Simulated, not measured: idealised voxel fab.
The name of this process module is voxel self aligned contacts.
The cross-section on display is named cut; it measures 165 nm wide, and its cells are 5 nm squares.
Each cross-section below is a grid of square cells, stated as bands in top-down order, with one or more rows of cells making up each band.
For a band, the entry starts with two heights in nm, that of the top and then that of the bottom, and carries on with the band's materials in order from left to right, each alongside its width in nm; the word "full width" beside a single material means it fills the band edge to edge, and "empty" means empty space.
For the purposes of this specification, 0 denotes the height below which the wafer in its as-received condition is composed wholly of one material, and the lowermost band, lacking a lower limit, extends downward without end, as expressed in "0 and below".
The notation "30 to 40" denotes a width that varies across the rows of cells in the band, beginning at the first number in the top row, finishing at the second number in the bottom row, and changing by an identical amount from each row to the next.
A step reported as "nothing was modified" is a step in which no cell of the cross-section changed.
What "Sealed void list" gives you is every empty space of 8 cells or more that is cut off from the top. Each appears as width x height at distance, with the distance taken from the left edge and width, height and distance all in nm.
Heads up: the bit after the settings on a step's line is the simulator's remark on that step.
"overlay nm", when on a step's line for a step with a mask, measures how far to the right of its planned place the mask lay; a negative measure means to the left.
THE PLANNED PROCESS STEPS ARE ENUMERATED HEREUNDER
1) RECEIVE,material Si
2) CONFORMAL_DEP,material SiO2,thk nm 5
3) DIRECTIONAL_DEP,material polySi,thk nm 30
4) DIRECTIONAL_DEP,material SiN,thk nm 15
5) MASKED_ETCH,tone cover,mask id GATE,width nm 35,pitch nm 70,etch materials SiN,depth nm 15,overlay nm 0
6) MASKED_ETCH,tone cover,mask id GATE,width nm 35,pitch nm 70,etch materials polySi,depth nm 30,overlay nm 0
7) CONFORMAL_DEP,material SiN,thk nm 5
8) DIRECTIONAL_ETCH,etch materials SiN,depth nm 5
9) FILL_DEP,material SiO2,thk nm 15
10) CMP,height nm 55
11) MASKED_ETCH,tone open,mask id CONTACT,width nm 45,etch materials SiO2,depth nm 55,overlay nm 0
12) CONFORMAL_DEP,material TiN,thk nm 5
13) FILL_DEP,material Ru,thk nm 10
14) CMP,height nm 55
15) CONFORMAL_DEP,material SiCN,thk nm 5
THE FOLLOWING PERTAINS TO THE FIRST OF TWO WAFERS, WHICH WAS PROCESSED AS PLANNED
WAFER AS RECEIVED: CROSS-SECTION FOLLOWING STEP 1
* 0 and below | Si full width
* Sealed void list: none
UPON COMPLETION OF STEP 2, THE WAFER APPEARS IN CROSS-SECTION AS SHOWN
* 5 down to 0 | SiO2 full width
* All layers under 0 are left as they were.
UPON COMPLETION OF STEP 3, THE WAFER APPEARS IN CROSS-SECTION AS SHOWN
* 35 down to 5 | polySi full width
* All layers under 5 are left as they were.
UPON COMPLETION OF STEP 4, THE WAFER APPEARS IN CROSS-SECTION AS SHOWN
* 50 down to 35 | SiN full width
* All layers under 35 are left as they were.
UPON COMPLETION OF STEP 5, THE WAFER APPEARS IN CROSS-SECTION AS SHOWN
* 50 down to 35 | empty 30  SiN 35  empty 35  SiN 35  empty 30
* All layers under 35 are left as they were.
UPON COMPLETION OF STEP 6, THE WAFER APPEARS IN CROSS-SECTION AS SHOWN
* 50 down to 35 | empty 30  SiN 35  empty 35  SiN 35  empty 30
* 35 down to 5 | empty 30  polySi 35  empty 35  polySi 35  empty 30
* All layers under 5 are left as they were.
UPON COMPLETION OF STEP 7, THE WAFER APPEARS IN CROSS-SECTION AS SHOWN
* 55 down to 35 | empty 25  SiN 45  empty 25  SiN 45  empty 25
* 35 down to 10 | empty 25  SiN 5  polySi 35  SiN 5  empty 25  SiN 5  polySi 35  SiN 5  empty 25
* 10 down to 5 | SiN 30  polySi 35  SiN 35  polySi 35  SiN 30
* All layers under 5 are left as they were.
UPON COMPLETION OF STEP 8, THE WAFER APPEARS IN CROSS-SECTION AS SHOWN
* 50 down to 35 | empty 25  SiN 45  empty 25  SiN 45  empty 25
* 35 down to 5 | empty 25  SiN 5  polySi 35  SiN 5  empty 25  SiN 5  polySi 35  SiN 5  empty 25
* All layers under 5 are left as they were.
UPON COMPLETION OF STEP 9, THE WAFER APPEARS IN CROSS-SECTION AS SHOWN
* 65 down to 50 | SiO2 full width
* 50 down to 35 | SiO2 25  SiN 45  SiO2 25  SiN 45  SiO2 25
* 35 down to 5 | SiO2 25  SiN 5  polySi 35  SiN 5  SiO2 25  SiN 5  polySi 35  SiN 5  SiO2 25
* All layers under 5 are left as they were.
UPON COMPLETION OF STEP 10, THE WAFER APPEARS IN CROSS-SECTION AS SHOWN
* 55 down to 50 | SiO2 full width
* All layers under 50 are left as they were.
UPON COMPLETION OF STEP 11, THE WAFER APPEARS IN CROSS-SECTION AS SHOWN
* 55 down to 50 | SiO2 60  empty 45  SiO2 60
* 50 down to 35 | SiO2 25  SiN 45  empty 25  SiN 45  SiO2 25
* 35 down to 5 | SiO2 25  SiN 5  polySi 35  SiN 5  empty 25  SiN 5  polySi 35  SiN 5  SiO2 25
* 5 down to 0 | SiO2 70  empty 25  SiO2 70
* All layers under 0 are left as they were.
UPON COMPLETION OF STEP 12, THE WAFER APPEARS IN CROSS-SECTION AS SHOWN
* 60 down to 55 | TiN 65  empty 35  TiN 65
* 55 down to 50 | SiO2 60  TiN 15  empty 15  TiN 15  SiO2 60
* 50 down to 35 | SiO2 25  SiN 45  TiN 5  empty 15  TiN 5  SiN 45  SiO2 25
* 35 down to 5 | SiO2 25  SiN 5  polySi 35  SiN 5  TiN 5  empty 15  TiN 5  SiN 5  polySi 35  SiN 5  SiO2 25
* 5 down to 0 | SiO2 70  TiN 25  SiO2 70
* All layers under 0 are left as they were.
UPON COMPLETION OF STEP 13, THE WAFER APPEARS IN CROSS-SECTION AS SHOWN
* 70 down to 60 | Ru full width
* 60 down to 55 | TiN 65  Ru 35  TiN 65
* 55 down to 50 | SiO2 60  TiN 15  Ru 15  TiN 15  SiO2 60
* 50 down to 35 | SiO2 25  SiN 45  TiN 5  Ru 15  TiN 5  SiN 45  SiO2 25
* 35 down to 5 | SiO2 25  SiN 5  polySi 35  SiN 5  TiN 5  Ru 15  TiN 5  SiN 5  polySi 35  SiN 5  SiO2 25
* All layers under 5 are left as they were.
UPON COMPLETION OF STEP 14, THE WAFER APPEARS IN CROSS-SECTION AS SHOWN
* 55 down to 50 | SiO2 60  TiN 15  Ru 15  TiN 15  SiO2 60
* All layers under 50 are left as they were.
UPON COMPLETION OF STEP 15, THE WAFER APPEARS IN CROSS-SECTION AS SHOWN
* 60 down to 55 | SiCN full width
* All layers under 55 are left as they were.
SECOND OF TWO: SAME START, SAME PLAN, ONE RUN ERROR; STEPS UP TO AND INCLUDING 6 MATCH THE FIRST
Second wafer shown in cross-section at the time step 7 was slated to end: nothing was modified
SECOND WAFER SHOWN IN CROSS-SECTION AT THE TIME STEP 8 WAS SLATED TO END
* 45 down to 35 | empty 30  SiN 35  empty 35  SiN 35  empty 30
* All layers under 35 are left as they were.
SECOND WAFER SHOWN IN CROSS-SECTION AT THE TIME STEP 9 WAS SLATED TO END
* 60 down to 45 | SiO2 full width
* 45 down to 35 | SiO2 30  SiN 35  SiO2 35  SiN 35  SiO2 30
* 35 down to 5 | SiO2 30  polySi 35  SiO2 35  polySi 35  SiO2 30
* All layers under 5 are left as they were.
SECOND WAFER SHOWN IN CROSS-SECTION AT THE TIME STEP 10 WAS SLATED TO END
* 55 down to 45 | SiO2 full width
* All layers under 45 are left as they were.
SECOND WAFER SHOWN IN CROSS-SECTION AT THE TIME STEP 11 WAS SLATED TO END
* 55 down to 45 | SiO2 60  empty 45  SiO2 60
* 45 down to 35 | SiO2 30  SiN 35  empty 35  SiN 35  SiO2 30
* 35 down to 5 | SiO2 30  polySi 35  empty 35  polySi 35  SiO2 30
* 5 down to 0 | SiO2 65  empty 35  SiO2 65
* All layers under 0 are left as they were.
SECOND WAFER SHOWN IN CROSS-SECTION AT THE TIME STEP 12 WAS SLATED TO END
* 60 down to 55 | TiN 65  empty 35  TiN 65
* 55 down to 45 | SiO2 60  TiN 5 to 10  empty 35 to 25  TiN 5 to 10  SiO2 60
* 45 down to 35 | SiO2 30  SiN 35  TiN 5  empty 25  TiN 5  SiN 35  SiO2 30
* 35 down to 5 | SiO2 30  polySi 35  TiN 5  empty 25  TiN 5  polySi 35  SiO2 30
* 5 down to 0 | SiO2 65  TiN 35  SiO2 65
* All layers under 0 are left as they were.
SECOND WAFER SHOWN IN CROSS-SECTION AT THE TIME STEP 13 WAS SLATED TO END
* 70 down to 60 | Ru full width
* 60 down to 55 | TiN 65  Ru 35  TiN 65
* 55 down to 45 | SiO2 60  TiN 5 to 10  Ru 35 to 25  TiN 5 to 10  SiO2 60
* 45 down to 35 | SiO2 30  SiN 35  TiN 5  Ru 25  TiN 5  SiN 35  SiO2 30
* 35 down to 5 | SiO2 30  polySi 35  TiN 5  Ru 25  TiN 5  polySi 35  SiO2 30
* All layers under 5 are left as they were.
SECOND WAFER SHOWN IN CROSS-SECTION AT THE TIME STEP 14 WAS SLATED TO END
* 55 down to 45 | SiO2 60  TiN 5 to 10  Ru 35 to 25  TiN 5 to 10  SiO2 60
* All layers under 45 are left as they were.
SECOND WAFER SHOWN IN CROSS-SECTION AT THE TIME STEP 15 WAS SLATED TO END
* 60 down to 55 | SiCN full width
* All layers under 55 are left as they were.
What was the processing mistake? step 7 was left out
Final comparison by cell count, materials where the second wafer has more or fewer than the first: 22 more of Ru | 50 fewer of SiN | 28 more of SiO2
